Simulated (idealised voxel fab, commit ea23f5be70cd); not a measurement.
process module | voxel self aligned contacts
cross-section cut | 300 nm wide | cells 5 nm
A cross-section is a grid of square cells, given in bands from the top down. A band is one or more rows of cells.
Each band's line starts with the height of the band's top and of its bottom, in nm. Then come its materials from left to right, each with its width in nm. One material with "throughout" fills the band from edge to edge. "air" is empty space.
Height 0 is the level under which the wafer as received is all one material. The lowest band goes on downwards, as in "0 down".
A width such as "30 to 40" changes by the same amount from each row of cells to the next, from the band's top row to its bottom row.
"no change" after a step means that no cell of the cross-section changed.
closed voids: empty space of 8 cells or more with no open way to the top, each as width x height at its distance from the left edge, in nm
after a step's settings: what the simulator itself notes on the step
overlay nm, on a step with a mask: how far to the right of its planned place the mask lay; to the left if negative
plan
1 op RECEIVE | material Si
2 op OXIDIZE | depth nm 5
3 op DIRECTIONAL_DEP | material polySi | thk nm 30
4 op DIRECTIONAL_DEP | material SiN | thk nm 15
5 op MASKED_ETCH | tone cover | mask id GATE | width nm 35 | pitch nm 65 | etch materials SiN | depth nm 15 | overlay nm 0
6 op MASKED_ETCH | tone cover | mask id GATE | width nm 35 | pitch nm 65 | etch materials polySi | depth nm 30 | overlay nm 0
7 op CONFORMAL_DEP | material SiN | thk nm 5
8 op DIRECTIONAL_ETCH | etch materials SiN | depth nm 5
9 op FILL_DEP | material SiO2 | thk nm 10
10 op CMP | height nm 50
11 op DIRECTIONAL_DEP | material aC | thk nm 10
12 op PATTERN | tone open | mask id CONTACT | material resist | width nm 40 | thk nm 25 | overlay nm 0
13 op DIRECTIONAL_ETCH | etch materials aC | depth nm 10
14 op STRIP | etch materials resist
15 op DIRECTIONAL_ETCH | etch materials SiO2 | depth nm 55
16 op STRIP | etch materials aC
17 op CONFORMAL_DEP | material TiN | thk nm 5
18 op FILL_DEP | material W | thk nm 10
19 op CMP | height nm 50
20 op CONFORMAL_DEP | material SiN | thk nm 5
as received, after step 1
  0 down: Si throughout
  closed voids: none
a wafer at the end: this start, this plan, one mistake
  55 to 50: SiN throughout
  50 to 35: SiO2 95 | SiN 5 | polySi 35 | SiN 5 | TiN 5 | W 10 | TiN 5 | SiN 5 | polySi 35 | SiN 5 | SiO2 95
  35 to 30: SiO2 95 | SiN 5 | polySi 35 | SiN 5 | TiN 20 | SiN 5 | polySi 35 | SiN 5 | SiO2 95
  30 to 0: polySi throughout
  0 to -5: SiO2 throughout
  -5 down: Si throughout
  closed voids: none
what went wrong: step 3 was run twice
